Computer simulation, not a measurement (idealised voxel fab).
Proc. module: voxel self aligned vias
cross-section cut | 285 nm wide | cells 5 nm
Think of the cross-section as a grid of square cells. We describe it in bands, top to bottom, and each band covers one or more rows of those cells.
Within each band entry, the heights of the top and of the bottom of the band appear first, in that order and in nm; the materials of the band then follow from left to right, each with its corresponding width in nm. The designation "throughout" on a single material indicates that it fills the band from edge to edge; the designation "air" indicates empty space.
Ref level 0: as-received wafer is one material below here. Bottom band extends down with no lower bound ("0 down").
Width "30 to 40": first value at the band's top row of cells, second value at its bottom row, equal change from row to row.
Reading "nothing altered" for a step: not a cell of the cross-section changed in it.
So "Closed internal voids" is basically the list of trapped voids: any empty space of 8 cells or more that can't reach the top through an opening. They're written width x height at distance, the distance being from the left edge, and it's all nm.
Step line, after settings: the simulator's comment on this step.
If you see "overlay nm" on a step's line and that step has a mask, it's telling you how far right of where it was planned the mask ended up; a negative number means it went left instead.

**The following list gives the planned process steps**
1. RECEIVE: material Si
2. CONFORMAL_DEP: material SiO2, thk nm 15
3. CONFORMAL_DEP: material SiCN, thk nm 5
4. DIRECTIONAL_DEP: material lowk, thk nm 25
5. PATTERN: tone open, mask id LINES, material resist, width nm 30, pitch nm 70, thk nm 20, overlay nm 0
6. DIRECTIONAL_ETCH: etch materials lowk, depth nm 25
7. STRIP: etch materials resist
8. CONFORMAL_DEP: material TiN, thk nm 5
9. FILL_DEP: material Ru, thk nm 10
10. CMP: height nm 45
11. SELECTIVE_ETCH: etch materials W Ru TiN, depth nm 5
12. FILL_DEP: material SiN, thk nm 10
13. CMP: height nm 45
14. DIRECTIONAL_DEP: material lowk, thk nm 20
15. PATTERN: tone open, mask id VIAS, material resist, width nm 40, pitch nm 70, thk nm 15, overlay nm 0
16. DIRECTIONAL_ETCH: etch materials lowk, depth nm 20
17. DIRECTIONAL_ETCH: etch materials SiN, depth nm 5
18. STRIP: etch materials resist
19. CONFORMAL_DEP: material TiN, thk nm 5
20. FILL_DEP: material Cu, thk nm 10
21. CMP: height nm 65
22. CONFORMAL_DEP: material SiN, thk nm 5

**So, the first of our two wafers, run just as we planned it**

**Received-state cross-section, reflecting completion of step 1**
	0 down | Si throughout
	Closed internal voids: none

**So this is the wafer cross-section right after step 2**
	15 to 0 | SiO2 throughout
	All layers under 0 are left as they were.

**So this is the wafer cross-section right after step 3**
	20 to 15 | SiCN throughout
	All layers under 15 are left as they were.

**So this is the wafer cross-section right after step 4**
	45 to 20 | lowk throughout
	All layers under 20 are left as they were.

**So this is the wafer cross-section right after step 5**
	65 to 45 | resist=90; air=30; resist=40; air=30; resist=95
	All layers under 45 are left as they were.

**So this is the wafer cross-section right after step 6**
	65 to 45 | resist=90; air=30; resist=40; air=30; resist=95
	45 to 20 | lowk=90; air=30; lowk=40; air=30; lowk=95
	All layers under 20 are left as they were.

**So this is the wafer cross-section right after step 7**
	45 to 20 | lowk=90; air=30; lowk=40; air=30; lowk=95
	All layers under 20 are left as they were.

**So this is the wafer cross-section right after step 8**
	50 to 45 | TiN=95; air=20; TiN=50; air=20; TiN=100
	45 to 25 | lowk=90; TiN=5; air=20; TiN=5; lowk=40; TiN=5; air=20; TiN=5; lowk=95
	25 to 20 | lowk=90; TiN=30; lowk=40; TiN=30; lowk=95
	All layers under 20 are left as they were.

**So this is the wafer cross-section right after step 9**
	60 to 50 | Ru throughout
	50 to 45 | TiN=95; Ru=20; TiN=50; Ru=20; TiN=100
	45 to 25 | lowk=90; TiN=5; Ru=20; TiN=5; lowk=40; TiN=5; Ru=20; TiN=5; lowk=95
	All layers under 25 are left as they were.

**So this is the wafer cross-section right after step 10**
	45 to 25 | lowk=90; TiN=5; Ru=20; TiN=5; lowk=40; TiN=5; Ru=20; TiN=5; lowk=95
	All layers under 25 are left as they were.

**So this is the wafer cross-section right after step 11**
	45 to 40 | lowk=90; air=30; lowk=40; air=30; lowk=95
	All layers under 40 are left as they were.

**So this is the wafer cross-section right after step 12**
	55 to 45 | SiN throughout
	45 to 40 | lowk=90; SiN=30; lowk=40; SiN=30; lowk=95
	All layers under 40 are left as they were.

**So this is the wafer cross-section right after step 13**
	45 to 40 | lowk=90; SiN=30; lowk=40; SiN=30; lowk=95
	All layers under 40 are left as they were.

**So this is the wafer cross-section right after step 14**
	65 to 45 | lowk throughout
	All layers under 45 are left as they were.

**So this is the wafer cross-section right after step 15**
	80 to 65 | resist=85; air=40; resist=30; air=40; resist=90
	All layers under 65 are left as they were.

**So this is the wafer cross-section right after step 16**
	80 to 65 | resist=85; air=40; resist=30; air=40; resist=90
	65 to 45 | lowk=85; air=40; lowk=30; air=40; lowk=90
	All layers under 45 are left as they were.

**So this is the wafer cross-section right after step 17**
	80 to 65 | resist=85; air=40; resist=30; air=40; resist=90
	65 to 45 | lowk=85; air=40; lowk=30; air=40; lowk=90
	45 to 40 | lowk=90; air=30; lowk=40; air=30; lowk=95
	All layers under 40 are left as they were.

**So this is the wafer cross-section right after step 18**
	65 to 45 | lowk=85; air=40; lowk=30; air=40; lowk=90
	All layers under 45 are left as they were.

**So this is the wafer cross-section right after step 19**
	70 to 65 | TiN=90; air=30; TiN=40; air=30; TiN=95
	65 to 50 | lowk=85; TiN=5; air=30; TiN=5; lowk=30; TiN=5; air=30; TiN=5; lowk=90
	50 to 45 | lowk=85; TiN=10; air=20; TiN=10; lowk=30; TiN=10; air=20; TiN=10; lowk=90
	45 to 40 | lowk=90; TiN=30; lowk=40; TiN=30; lowk=95
	All layers under 40 are left as they were.

**So this is the wafer cross-section right after step 20**
	80 to 70 | Cu throughout
	70 to 65 | TiN=90; Cu=30; TiN=40; Cu=30; TiN=95
	65 to 50 | lowk=85; TiN=5; Cu=30; TiN=5; lowk=30; TiN=5; Cu=30; TiN=5; lowk=90
	50 to 45 | lowk=85; TiN=10; Cu=20; TiN=10; lowk=30; TiN=10; Cu=20; TiN=10; lowk=90
	All layers under 45 are left as they were.

**So this is the wafer cross-section right after step 21**
	65 to 50 | lowk=85; TiN=5; Cu=30; TiN=5; lowk=30; TiN=5; Cu=30; TiN=5; lowk=90
	All layers under 50 are left as they were.

**So this is the wafer cross-section right after step 22**
	70 to 65 | SiN throughout
	All layers under 65 are left as they were.

**Wafer two of the pair: same origin, same plan, one error during the run; identical to wafer one up to and including step 15**

**Cross-section: second wafer, time at which step 16 was scheduled to end**
	80 to 65 | resist=85; air=40; resist=30; air=40; resist=90
	65 to 45 | lowk=85; air=40; lowk=30; air=40; lowk=90
	45 to 40 | lowk=85; air=5; SiN=30; air=5; lowk=30; air=5; SiN=30; air=5; lowk=90
	40 to 35 | lowk=85; air=5; TiN=5; Ru=20; TiN=5; air=5; lowk=30; air=5; TiN=5; Ru=20; TiN=5; air=5; lowk=90
	All layers under 35 are left as they were.

**Cross-section: second wafer, time at which step 17 was scheduled to end**
	80 to 65 | resist=85; air=40; resist=30; air=40; resist=90
	65 to 40 | lowk=85; air=40; lowk=30; air=40; lowk=90
	All layers under 40 are left as they were.

**Cross-section: second wafer, time at which step 18 was scheduled to end**
	65 to 40 | lowk=85; air=40; lowk=30; air=40; lowk=90
	All layers under 40 are left as they were.

**Cross-section: second wafer, time at which step 19 was scheduled to end**
	70 to 65 | TiN=90; air=30; TiN=40; air=30; TiN=95
	65 to 45 | lowk=85; TiN=5; air=30; TiN=5; lowk=30; TiN=5; air=30; TiN=5; lowk=90
	45 to 40 | lowk=85; TiN=40; lowk=30; TiN=40; lowk=90
	40 to 35 | lowk=85; TiN=10; Ru=20; TiN=10; lowk=30; TiN=10; Ru=20; TiN=10; lowk=90
	All layers under 35 are left as they were.

**Cross-section: second wafer, time at which step 20 was scheduled to end**
	80 to 70 | Cu throughout
	70 to 65 | TiN=90; Cu=30; TiN=40; Cu=30; TiN=95
	65 to 45 | lowk=85; TiN=5; Cu=30; TiN=5; lowk=30; TiN=5; Cu=30; TiN=5; lowk=90
	All layers under 45 are left as they were.

**Cross-section: second wafer, time at which step 21 was scheduled to end**
	65 to 45 | lowk=85; TiN=5; Cu=30; TiN=5; lowk=30; TiN=5; Cu=30; TiN=5; lowk=90
	All layers under 45 are left as they were.

**Cross-section: second wafer, time at which step 22 was scheduled to end**
	70 to 65 | SiN throughout
	All layers under 65 are left as they were.
Plan not followed: in deviation from the planned setting, step 16 was conducted as DIRECTIONAL_ETCH: etch materials lowk, depth nm 30
Wafer comparison, final, in cells, second relative to first, materials more or fewer: Cu +4; TiN +4; lowk -8
